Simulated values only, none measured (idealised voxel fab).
process module | voxel transistor to metal
cross-section cut | 285 nm wide | cells 5 nm
A cross-section is a grid of square cells, given in bands from the top down. A band is one or more rows of cells.
Each band's line starts with the height of the band's top and of its bottom, in nm. Then come its materials from left to right, each with its width in nm. One material with "throughout" fills the band from edge to edge. "air" is empty space.
Height 0 is the level under which the wafer as received is all one material. The lowest band goes on downwards, as in "0 down".
A width such as "30 to 40" changes by the same amount from each row of cells to the next, from the band's top row to its bottom row.
"no change" after a step means that no cell of the cross-section changed.
closed voids: empty space of 8 cells or more with no open way to the top, each as width x height at its distance from the left edge, in nm
after a step's settings: what the simulator itself notes on the step
overlay nm, on a step with a mask: how far to the right of its planned place the mask lay; to the left if negative
plan
1 op RECEIVE | material Si
2 op OXIDIZE | depth nm 5
3 op CONFORMAL_DEP | material SiN | thk nm 15
4 op DIRECTIONAL_DEP | material aC | thk nm 15
5 op PATTERN | tone cover | mask id ACTIVE | material resist | width nm 100 | pitch nm 120 | thk nm 35 | overlay nm 0
6 op DIRECTIONAL_ETCH | etch materials aC | depth nm 15
7 op STRIP | etch materials resist
8 op DIRECTIONAL_ETCH | etch materials SiN | depth nm 15
9 op DIRECTIONAL_ETCH | etch materials SiO2 | depth nm 5
10 op DIRECTIONAL_ETCH | etch materials Si | depth nm 30
11 op STRIP | etch materials aC
12 op OXIDIZE | depth nm 5
13 op FILL_DEP | material SiO2 | thk nm 15
14 op CMP | height nm 15
15 op SELECTIVE_ETCH | etch materials SiO2 | depth nm 10
16 op STRIP | etch materials SiN
17 op SELECTIVE_ETCH | etch materials SiO2 | depth nm 5
18 op OXIDIZE | depth nm 5
19 op DIRECTIONAL_DEP | material polySi | thk nm 30
20 op DIRECTIONAL_DEP | material SiCN | thk nm 10
21 op MASKED_ETCH | tone cover | mask id GATE | width nm 30 | pitch nm 120 | etch materials SiCN | depth nm 20 | overlay nm 0
22 op MASKED_ETCH | tone cover | mask id GATE | width nm 30 | pitch nm 120 | etch materials polySi | depth nm 40 | overlay nm 0
23 op CONFORMAL_DEP | material SiO2 | thk nm 5
24 op DIRECTIONAL_ETCH | etch materials SiO2 | depth nm 5
25 op CONFORMAL_DEP | material SiN | thk nm 5
26 op DIRECTIONAL_ETCH | etch materials SiN | depth nm 5
27 op DIRECTIONAL_ETCH | etch materials SiO2 | depth nm 5
28 op DIRECTIONAL_ETCH | etch materials Si | depth nm 5
29 op EPI | material SiGe | thk nm 5
30 op FILL_DEP | material SiO2 | thk nm 10
31 op CMP | height nm 25
32 op STRIP | etch materials polySi
33 op SELECTIVE_ETCH | etch materials SiO2 | depth nm 5
34 op CONFORMAL_DEP | material HfO2 | thk nm 5
35 op CONFORMAL_DEP | material TiN | thk nm 5
36 op FILL_DEP | material W | thk nm 10
37 op CMP | height nm 20
38 op DIRECTIONAL_DEP | material SiO2 | thk nm 15
39 op PATTERN | tone open | mask id CONTACT | material resist | width nm 15 | thk nm 15 | overlay nm 0
40 op DIRECTIONAL_ETCH | etch materials SiO2 | depth nm 45
41 op STRIP | etch materials resist
42 op CONFORMAL_DEP | material TiN | thk nm 5
43 op FILL_DEP | material W | thk nm 5
44 op CMP | height nm 35
45 op DIRECTIONAL_DEP | material TiN | thk nm 5
46 op DIRECTIONAL_DEP | material Ru | thk nm 25
47 op MASKED_ETCH | tone cover | mask id METAL_1 | width nm 15 | etch materials Ru | depth nm 25 | overlay nm 0
48 op MASKED_ETCH | tone cover | mask id METAL_1 | width nm 15 | etch materials TiN | depth nm 5 | overlay nm -15
49 op FILL_DEP | material SiO2 | thk nm 5
50 op CMP | height nm 65
51 op CONFORMAL_DEP | material SiN | thk nm 5
varied across the wafers: overlay nm of step 48. The plan shows the first wafer's value. All wafers start alike
first wafer as received, after step 1
  0 down: Si throughout
  closed voids: none
each wafer at the end: cells of each material gained (+) or lost (-) since it was received, then its closed voids
overlay nm -15 | +36 HfO2 | +60 Ru | -256 Si | +20 SiGe | +81 SiN | +665 SiO2 | +128 TiN | +64 W | closed voids: none
overlay nm -10 | +36 HfO2 | +60 Ru | -256 Si | +20 SiGe | +81 SiN | +669 SiO2 | +124 TiN | +64 W | closed voids: none
overlay nm -5 | +36 HfO2 | +60 Ru | -256 Si | +20 SiGe | +81 SiN | +673 SiO2 | +120 TiN | +64 W | closed voids: none
overlay nm 0 | +36 HfO2 | +60 Ru | -256 Si | +20 SiGe | +81 SiN | +677 SiO2 | +116 TiN | +64 W | closed voids: none
overlay nm 5 | +36 HfO2 | +60 Ru | -256 Si | +20 SiGe | +81 SiN | +673 SiO2 | +120 TiN | +64 W | closed voids: none
overlay nm 10 | +36 HfO2 | +60 Ru | -256 Si | +20 SiGe | +81 SiN | +669 SiO2 | +124 TiN | +64 W | closed voids: none
overlay nm 15 | +36 HfO2 | +60 Ru | -256 Si | +20 SiGe | +81 SiN | +665 SiO2 | +128 TiN | +64 W | closed voids: none
